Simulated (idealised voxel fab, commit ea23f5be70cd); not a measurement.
Documented hereafter: the process module known as voxel air gaps.
The width of the displayed cross-section, cut, is 300 nm; its cells are square, with a size of 5 nm.
Cross-section spec: square-cell grid; bands listed top down; each band is one or more rows.
It is stipulated that each band's entry specify, in nanometres, the height of the top of the band and then that of its bottom, followed by the materials of the band in left-to-right sequence, each together with its width in nanometres. A single material marked by the word "full width" is understood to fill the band from edge to edge; the word "blank" is understood to denote empty space.
For the purposes of this specification, 0 denotes the height below which the wafer in its as-received condition is composed wholly of one material, and the lowermost band, lacking a lower limit, extends downward without end, as expressed in "0 nm and below".
Top row gets the first number, bottom row gets the second, and each row in between changes by the same step: that is how a band width like "30 to 40" works.
"all unchanged" means the step left every cell of the cross-section as it was.
The list in "Closed empty spaces" covers empty spaces of 8 cells or more that cannot reach the top through any open way, and it gives each as width x height at distance; the distance is from the left edge, and width, height and distance are in nm.
Whatever follows a step's settings on its line is a remark the simulator itself makes about that step.
"overlay nm" denotes, for a step that has a mask, the displacement of the mask to the right of its planned place, with negative values corresponding to the left.
THIS SECTION LISTS THE PROCESS STEPS THAT WERE PLANNED
1) RECEIVE | material Si
2) CONFORMAL_DEP | material SiO2 | thk nm 15
3) CONFORMAL_DEP | material SiCN | thk nm 5
4) DIRECTIONAL_DEP | material lowk | thk nm 30
5) PATTERN | tone open | mask id LINES | material resist | width nm 25 | pitch nm 55 | thk nm 20 | overlay nm 0
6) DIRECTIONAL_ETCH | etch materials lowk | depth nm 30
7) STRIP | etch materials resist
8) CONFORMAL_DEP | material TiN | thk nm 5
9) FILL_DEP | material W | thk nm 5
10) CMP | height nm 50
11) EPI | material Ru | thk nm 10
12) SELECTIVE_ETCH | etch materials lowk | depth nm 40
13) CONFORMAL_DEP | material SiCN | thk nm 5
THE CROSS-SECTION HERE SHOWS THE WAFER AS RECEIVED, I.E. IN ITS STATE AFTER STEP 1
    0 nm and below  Si full width
    Closed empty spaces: none
POST-MODULE CROSS-SECTION OF THE FIRST OF TWO WAFERS (RUN PER PLAN)
    65 nm to 60 nm  blank: 40, then SiCN: 220, then blank: 40
    60 nm to 50 nm  blank: 40, then SiCN: 5, then Ru: 45, then SiCN: 10, then Ru: 45, then SiCN: 10, then Ru: 45, then SiCN: 10, then Ru: 45, then SiCN: 5, then blank: 40
    50 nm to 45 nm  blank: 40, then SiCN: 15, then TiN: 5, then W: 15, then TiN: 5, then SiCN: 30, then TiN: 5, then W: 15, then TiN: 5, then SiCN: 30, then TiN: 5, then W: 15, then TiN: 5, then SiCN: 30, then TiN: 5, then W: 15, then TiN: 5, then SiCN: 15, then blank: 40
    45 nm to 25 nm  blank: 50, then SiCN: 5, then TiN: 5, then W: 15, then TiN: 5, then SiCN: 5, then blank: 20, then SiCN: 5, then TiN: 5, then W: 15, then TiN: 5, then SiCN: 5, then blank: 20, then SiCN: 5, then TiN: 5, then W: 15, then TiN: 5, then SiCN: 5, then blank: 20, then SiCN: 5, then TiN: 5, then W: 15, then TiN: 5, then SiCN: 5, then blank: 50
    25 nm to 20 nm  SiCN: 55, then TiN: 25, then SiCN: 30, then TiN: 25, then SiCN: 30, then TiN: 25, then SiCN: 30, then TiN: 25, then SiCN: 55
    20 nm to 15 nm  SiCN full width
    15 nm to 0 nm  SiO2 full width
    0 nm and below  Si full width
    Closed empty spaces: 20 x 20 at 85; 20 x 20 at 140; 20 x 20 at 195
WAFER TWO CROSS-SECTION, MODULE END. START AND PLAN UNCHANGED FROM WAFER ONE; ONE MISTAKE MADE DURING THE RUN
    65 nm to 60 nm  SiCN full width
    60 nm to 50 nm  Ru full width
    50 nm to 45 nm  TiN: 60, then W: 15, then TiN: 40, then W: 15, then TiN: 40, then W: 15, then TiN: 40, then W: 15, then TiN: 60
    45 nm to 20 nm  lowk: 55, then TiN: 5, then W: 15, then TiN: 5, then lowk: 30, then TiN: 5, then W: 15, then TiN: 5, then lowk: 30, then TiN: 5, then W: 15, then TiN: 5, then lowk: 30, then TiN: 5, then W: 15, then TiN: 5, then lowk: 55
    20 nm to 15 nm  lowk: 55, then TiN: 25, then lowk: 30, then TiN: 25, then lowk: 30, then TiN: 25, then lowk: 30, then TiN: 25, then lowk: 55
    15 nm to 0 nm  SiO2 full width
    0 nm and below  Si full width
    Closed empty spaces: none
The plan and the run diverged here: step 3 in the plan did not get run; it was skipped
Bottom line after processing is that, in cells, the second wafer is up or down on some materials versus the first: Ru +48; SiCN -156; TiN +48; W +12; lowk +240
End state: 3 closed voids on the first wafer, 0 on the second.
